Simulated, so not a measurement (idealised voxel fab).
Process module in this document: voxel wiring stack
Section cut is 225 nm wide and gridded with 5 nm square cells.
In this document a cross-section is written as a grid of square cells. It is given as a series of bands, listed from the top down, and a band is one or more rows of cells.
Basically the band line says how high the top is and how high the bottom is, in nm, and then what's in it from left to right, every material with its width in nm. Empty space shows up as "air", and if a single material carries "edge to edge" it runs the full band edge to edge.
Heights are reckoned from 0. Under this level, the received wafer is all of one material. The bottommost band is open-ended downward, for example "z 0 and below".
Quick explanation for "30 to 40": the width changes in equal steps down the rows of cells, from the first number in the band's top row to the second number in its bottom row.
A step reported as "nothing different" is a step in which no cell of the cross-section changed.
The entry titled "Closed void list" provides the empty spaces that have no open way to the top, restricted to those of 8 cells or more. Each is presented as width x height at distance, the distance being measured from the left edge, with all three in nm.
Where a step's line continues beyond its settings, the continuation is a remark by the simulator itself on that step.
If you see "overlay nm" on a step's line and that step has a mask, it's telling you how far right of where it was planned the mask ended up; a negative number means it went left instead.
# Below is the list of planned process steps
step 1: RECEIVE: material Si
step 2: CONFORMAL_DEP: material SiO2, thk nm 10
step 3: DIRECTIONAL_DEP: material TiN, thk nm 5
step 4: DIRECTIONAL_DEP: material Ru, thk nm 15
step 5: PATTERN: tone cover, mask id METAL_1, material resist, width nm 25, pitch nm 45, thk nm 20, overlay nm 0
step 6: DIRECTIONAL_ETCH: etch materials Ru, depth nm 15
step 7: DIRECTIONAL_ETCH: etch materials TiN, depth nm 5
step 8: STRIP: etch materials resist
step 9: FILL_DEP: material lowk, thk nm 5
step 10: CMP: height nm 30
step 11: CONFORMAL_DEP: material SiCN, thk nm 5
step 12: DIRECTIONAL_DEP: material lowk, thk nm 30
step 13: MASKED_ETCH: tone open, mask id METAL_2_HOLES, width nm 15, pitch nm 45, etch materials lowk, depth nm 30, overlay nm 0
step 14: MASKED_ETCH: tone open, mask id METAL_2, width nm 25, pitch nm 45, etch materials lowk, depth nm 20, overlay nm 0
step 15: MASKED_ETCH: tone open, mask id METAL_2, width nm 25, pitch nm 45, etch materials SiCN, depth nm 5, overlay nm 0
step 16: CONFORMAL_DEP: material TiN, thk nm 5
step 17: FILL_DEP: material Cu, thk nm 5
step 18: CMP: height nm 65
step 19: CONFORMAL_DEP: material SiN, thk nm 5
# First wafer, two in total, run as planned
# as received, after step 1
> z 0 and below | Si edge to edge
> Closed void list: none
# How the wafer stands in section after step 2
> z 10 to 0 | SiO2 edge to edge
> Whatever lies below 0 is exactly as it was before.
# How the wafer stands in section after step 3
> z 15 to 10 | TiN edge to edge
> Whatever lies below 10 is exactly as it was before.
# How the wafer stands in section after step 4
> z 30 to 15 | Ru edge to edge
> Whatever lies below 15 is exactly as it was before.
# How the wafer stands in section after step 5
> z 50 to 30 | 55 nm air; 25 nm resist; 20 nm air; 25 nm resist; 20 nm air; 25 nm resist; 55 nm air
> Whatever lies below 30 is exactly as it was before.
# How the wafer stands in section after step 6
> z 50 to 30 | 55 nm air; 25 nm resist; 20 nm air; 25 nm resist; 20 nm air; 25 nm resist; 55 nm air
> z 30 to 15 | 55 nm air; 25 nm Ru; 20 nm air; 25 nm Ru; 20 nm air; 25 nm Ru; 55 nm air
> Whatever lies below 15 is exactly as it was before.
# How the wafer stands in section after step 7
> z 50 to 30 | 55 nm air; 25 nm resist; 20 nm air; 25 nm resist; 20 nm air; 25 nm resist; 55 nm air
> z 30 to 15 | 55 nm air; 25 nm Ru; 20 nm air; 25 nm Ru; 20 nm air; 25 nm Ru; 55 nm air
> z 15 to 10 | 55 nm air; 25 nm TiN; 20 nm air; 25 nm TiN; 20 nm air; 25 nm TiN; 55 nm air
> Whatever lies below 10 is exactly as it was before.
# How the wafer stands in section after step 8
> z 30 to 15 | 55 nm air; 25 nm Ru; 20 nm air; 25 nm Ru; 20 nm air; 25 nm Ru; 55 nm air
> Whatever lies below 15 is exactly as it was before.
# How the wafer stands in section after step 9
> z 35 to 30 | lowk edge to edge
> z 30 to 15 | 55 nm lowk; 25 nm Ru; 20 nm lowk; 25 nm Ru; 20 nm lowk; 25 nm Ru; 55 nm lowk
> z 15 to 10 | 55 nm lowk; 25 nm TiN; 20 nm lowk; 25 nm TiN; 20 nm lowk; 25 nm TiN; 55 nm lowk
> Whatever lies below 10 is exactly as it was before.
# How the wafer stands in section after step 10
> z 30 to 15 | 55 nm lowk; 25 nm Ru; 20 nm lowk; 25 nm Ru; 20 nm lowk; 25 nm Ru; 55 nm lowk
> Whatever lies below 15 is exactly as it was before.
# How the wafer stands in section after step 11
> z 35 to 30 | SiCN edge to edge
> Whatever lies below 30 is exactly as it was before.
# How the wafer stands in section after step 12
> z 65 to 35 | lowk edge to edge
> Whatever lies below 35 is exactly as it was before.
# How the wafer stands in section after step 13
> z 65 to 35 | 55 nm lowk; 15 nm air; 30 nm lowk; 15 nm air; 30 nm lowk; 15 nm air; 65 nm lowk
> Whatever lies below 35 is exactly as it was before.
# How the wafer stands in section after step 14
> z 65 to 45 | 55 nm lowk; 25 nm air; 20 nm lowk; 25 nm air; 20 nm lowk; 25 nm air; 55 nm lowk
> Whatever lies below 45 is exactly as it was before.
# How the wafer stands in section after step 15
> z 65 to 45 | 55 nm lowk; 25 nm air; 20 nm lowk; 25 nm air; 20 nm lowk; 25 nm air; 55 nm lowk
> z 45 to 35 | 55 nm lowk; 15 nm air; 30 nm lowk; 15 nm air; 30 nm lowk; 15 nm air; 65 nm lowk
> z 35 to 30 | 55 nm SiCN; 15 nm air; 30 nm SiCN; 15 nm air; 30 nm SiCN; 15 nm air; 65 nm SiCN
> Whatever lies below 30 is exactly as it was before.
# How the wafer stands in section after step 16
> z 70 to 65 | 60 nm TiN; 15 nm air; 30 nm TiN; 15 nm air; 30 nm TiN; 15 nm air; 60 nm TiN
> z 65 to 50 | 55 nm lowk; 5 nm TiN; 15 nm air; 5 nm TiN; 20 nm lowk; 5 nm TiN; 15 nm air; 5 nm TiN; 20 nm lowk; 5 nm TiN; 15 nm air; 5 nm TiN; 55 nm lowk
> z 50 to 45 | 55 nm lowk; 5 nm TiN; 5 nm air; 15 nm TiN; 20 nm lowk; 5 nm TiN; 5 nm air; 15 nm TiN; 20 nm lowk; 5 nm TiN; 5 nm air; 15 nm TiN; 55 nm lowk
> z 45 to 35 | 55 nm lowk; 5 nm TiN; 5 nm air; 5 nm TiN; 30 nm lowk; 5 nm TiN; 5 nm air; 5 nm TiN; 30 nm lowk; 5 nm TiN; 5 nm air; 5 nm TiN; 65 nm lowk
> z 35 to 30 | 55 nm SiCN; 15 nm TiN; 30 nm SiCN; 15 nm TiN; 30 nm SiCN; 15 nm TiN; 65 nm SiCN
> Whatever lies below 30 is exactly as it was before.
# How the wafer stands in section after step 17
> z 75 to 70 | Cu edge to edge
> z 70 to 65 | 60 nm TiN; 15 nm Cu; 30 nm TiN; 15 nm Cu; 30 nm TiN; 15 nm Cu; 60 nm TiN
> z 65 to 50 | 55 nm lowk; 5 nm TiN; 15 nm Cu; 5 nm TiN; 20 nm lowk; 5 nm TiN; 15 nm Cu; 5 nm TiN; 20 nm lowk; 5 nm TiN; 15 nm Cu; 5 nm TiN; 55 nm lowk
> z 50 to 45 | 55 nm lowk; 5 nm TiN; 5 nm Cu; 15 nm TiN; 20 nm lowk; 5 nm TiN; 5 nm Cu; 15 nm TiN; 20 nm lowk; 5 nm TiN; 5 nm Cu; 15 nm TiN; 55 nm lowk
> z 45 to 35 | 55 nm lowk; 5 nm TiN; 5 nm Cu; 5 nm TiN; 30 nm lowk; 5 nm TiN; 5 nm Cu; 5 nm TiN; 30 nm lowk; 5 nm TiN; 5 nm Cu; 5 nm TiN; 65 nm lowk
> Whatever lies below 35 is exactly as it was before.
# How the wafer stands in section after step 18
> z 65 to 50 | 55 nm lowk; 5 nm TiN; 15 nm Cu; 5 nm TiN; 20 nm lowk; 5 nm TiN; 15 nm Cu; 5 nm TiN; 20 nm lowk; 5 nm TiN; 15 nm Cu; 5 nm TiN; 55 nm lowk
> Whatever lies below 50 is exactly as it was before.
# How the wafer stands in section after step 19
> z 70 to 65 | SiN edge to edge
> Whatever lies below 65 is exactly as it was before.
# Okay, second wafer. Nothing different at the start, nothing different in the plan, just one mistake somewhere in the running. As far as step 4, counting that step, it's the first wafer all over again
# What the second wafer looks like in cross-section when step 5 should have wrapped up
> z 50 to 30 | 55 nm resist; 25 nm air; 20 nm resist; 25 nm air; 20 nm resist; 25 nm air; 55 nm resist
> Whatever lies below 30 is exactly as it was before.
# What the second wafer looks like in cross-section when step 6 should have wrapped up
> z 50 to 30 | 55 nm resist; 25 nm air; 20 nm resist; 25 nm air; 20 nm resist; 25 nm air; 55 nm resist
> z 30 to 15 | 55 nm Ru; 25 nm air; 20 nm Ru; 25 nm air; 20 nm Ru; 25 nm air; 55 nm Ru
> Whatever lies below 15 is exactly as it was before.
# What the second wafer looks like in cross-section when step 7 should have wrapped up
> z 50 to 30 | 55 nm resist; 25 nm air; 20 nm resist; 25 nm air; 20 nm resist; 25 nm air; 55 nm resist
> z 30 to 15 | 55 nm Ru; 25 nm air; 20 nm Ru; 25 nm air; 20 nm Ru; 25 nm air; 55 nm Ru
> z 15 to 10 | 55 nm TiN; 25 nm air; 20 nm TiN; 25 nm air; 20 nm TiN; 25 nm air; 55 nm TiN
> Whatever lies below 10 is exactly as it was before.
# What the second wafer looks like in cross-section when step 8 should have wrapped up
> z 30 to 15 | 55 nm Ru; 25 nm air; 20 nm Ru; 25 nm air; 20 nm Ru; 25 nm air; 55 nm Ru
> Whatever lies below 15 is exactly as it was before.
# What the second wafer looks like in cross-section when step 9 should have wrapped up
> z 35 to 30 | lowk edge to edge
> z 30 to 15 | 55 nm Ru; 25 nm lowk; 20 nm Ru; 25 nm lowk; 20 nm Ru; 25 nm lowk; 55 nm Ru
> z 15 to 10 | 55 nm TiN; 25 nm lowk; 20 nm TiN; 25 nm lowk; 20 nm TiN; 25 nm lowk; 55 nm TiN
> Whatever lies below 10 is exactly as it was before.
# What the second wafer looks like in cross-section when step 10 should have wrapped up
> z 30 to 15 | 55 nm Ru; 25 nm lowk; 20 nm Ru; 25 nm lowk; 20 nm Ru; 25 nm lowk; 55 nm Ru
> Whatever lies below 15 is exactly as it was before.
# What the second wafer looks like in cross-section when step 11 should have wrapped up
> z 35 to 30 | SiCN edge to edge
> Whatever lies below 30 is exactly as it was before.
# What the second wafer looks like in cross-section when step 12 should have wrapped up
> z 65 to 35 | lowk edge to edge
> Whatever lies below 35 is exactly as it was before.
# What the second wafer looks like in cross-section when step 13 should have wrapped up
> z 65 to 35 | 55 nm lowk; 15 nm air; 30 nm lowk; 15 nm air; 30 nm lowk; 15 nm air; 65 nm lowk
> Whatever lies below 35 is exactly as it was before.
# What the second wafer looks like in cross-section when step 14 should have wrapped up
> z 65 to 45 | 55 nm lowk; 25 nm air; 20 nm lowk; 25 nm air; 20 nm lowk; 25 nm air; 55 nm lowk
> Whatever lies below 45 is exactly as it was before.
# What the second wafer looks like in cross-section when step 15 should have wrapped up
> z 65 to 45 | 55 nm lowk; 25 nm air; 20 nm lowk; 25 nm air; 20 nm lowk; 25 nm air; 55 nm lowk
> z 45 to 35 | 55 nm lowk; 15 nm air; 30 nm lowk; 15 nm air; 30 nm lowk; 15 nm air; 65 nm lowk
> z 35 to 30 | 55 nm SiCN; 15 nm air; 30 nm SiCN; 15 nm air; 30 nm SiCN; 15 nm air; 65 nm SiCN
> Whatever lies below 30 is exactly as it was before.
# What the second wafer looks like in cross-section when step 16 should have wrapped up
> z 70 to 65 | 60 nm TiN; 15 nm air; 30 nm TiN; 15 nm air; 30 nm TiN; 15 nm air; 60 nm TiN
> z 65 to 50 | 55 nm lowk; 5 nm TiN; 15 nm air; 5 nm TiN; 20 nm lowk; 5 nm TiN; 15 nm air; 5 nm TiN; 20 nm lowk; 5 nm TiN; 15 nm air; 5 nm TiN; 55 nm lowk
> z 50 to 45 | 55 nm lowk; 5 nm TiN; 5 nm air; 15 nm TiN; 20 nm lowk; 5 nm TiN; 5 nm air; 15 nm TiN; 20 nm lowk; 5 nm TiN; 5 nm air; 15 nm TiN; 55 nm lowk
> z 45 to 35 | 55 nm lowk; 5 nm TiN; 5 nm air; 5 nm TiN; 30 nm lowk; 5 nm TiN; 5 nm air; 5 nm TiN; 30 nm lowk; 5 nm TiN; 5 nm air; 5 nm TiN; 65 nm lowk
> z 35 to 30 | 55 nm SiCN; 15 nm TiN; 30 nm SiCN; 15 nm TiN; 30 nm SiCN; 15 nm TiN; 65 nm SiCN
> Whatever lies below 30 is exactly as it was before.
# What the second wafer looks like in cross-section when step 17 should have wrapped up
> z 75 to 70 | Cu edge to edge
> z 70 to 65 | 60 nm TiN; 15 nm Cu; 30 nm TiN; 15 nm Cu; 30 nm TiN; 15 nm Cu; 60 nm TiN
> z 65 to 50 | 55 nm lowk; 5 nm TiN; 15 nm Cu; 5 nm TiN; 20 nm lowk; 5 nm TiN; 15 nm Cu; 5 nm TiN; 20 nm lowk; 5 nm TiN; 15 nm Cu; 5 nm TiN; 55 nm lowk
> z 50 to 45 | 55 nm lowk; 5 nm TiN; 5 nm Cu; 15 nm TiN; 20 nm lowk; 5 nm TiN; 5 nm Cu; 15 nm TiN; 20 nm lowk; 5 nm TiN; 5 nm Cu; 15 nm TiN; 55 nm lowk
> z 45 to 35 | 55 nm lowk; 5 nm TiN; 5 nm Cu; 5 nm TiN; 30 nm lowk; 5 nm TiN; 5 nm Cu; 5 nm TiN; 30 nm lowk; 5 nm TiN; 5 nm Cu; 5 nm TiN; 65 nm lowk
> Whatever lies below 35 is exactly as it was before.
# What the second wafer looks like in cross-section when step 18 should have wrapped up
> z 65 to 50 | 55 nm lowk; 5 nm TiN; 15 nm Cu; 5 nm TiN; 20 nm lowk; 5 nm TiN; 15 nm Cu; 5 nm TiN; 20 nm lowk; 5 nm TiN; 15 nm Cu; 5 nm TiN; 55 nm lowk
> Whatever lies below 50 is exactly as it was before.
# What the second wafer looks like in cross-section when step 19 should have wrapped up
> z 70 to 65 | SiN edge to edge
> Whatever lies below 65 is exactly as it was before.
Against the plan, the run slipped here: for step 5, the planned setting was not used; the step was instead run as PATTERN: tone open, mask id METAL_1, material resist, width nm 25, pitch nm 45, thk nm 20, overlay nm 0
Final tally in cells, some materials are higher or lower on the second wafer than on the first: Ru: 45 more, TiN: 15 more, lowk: 60 fewer
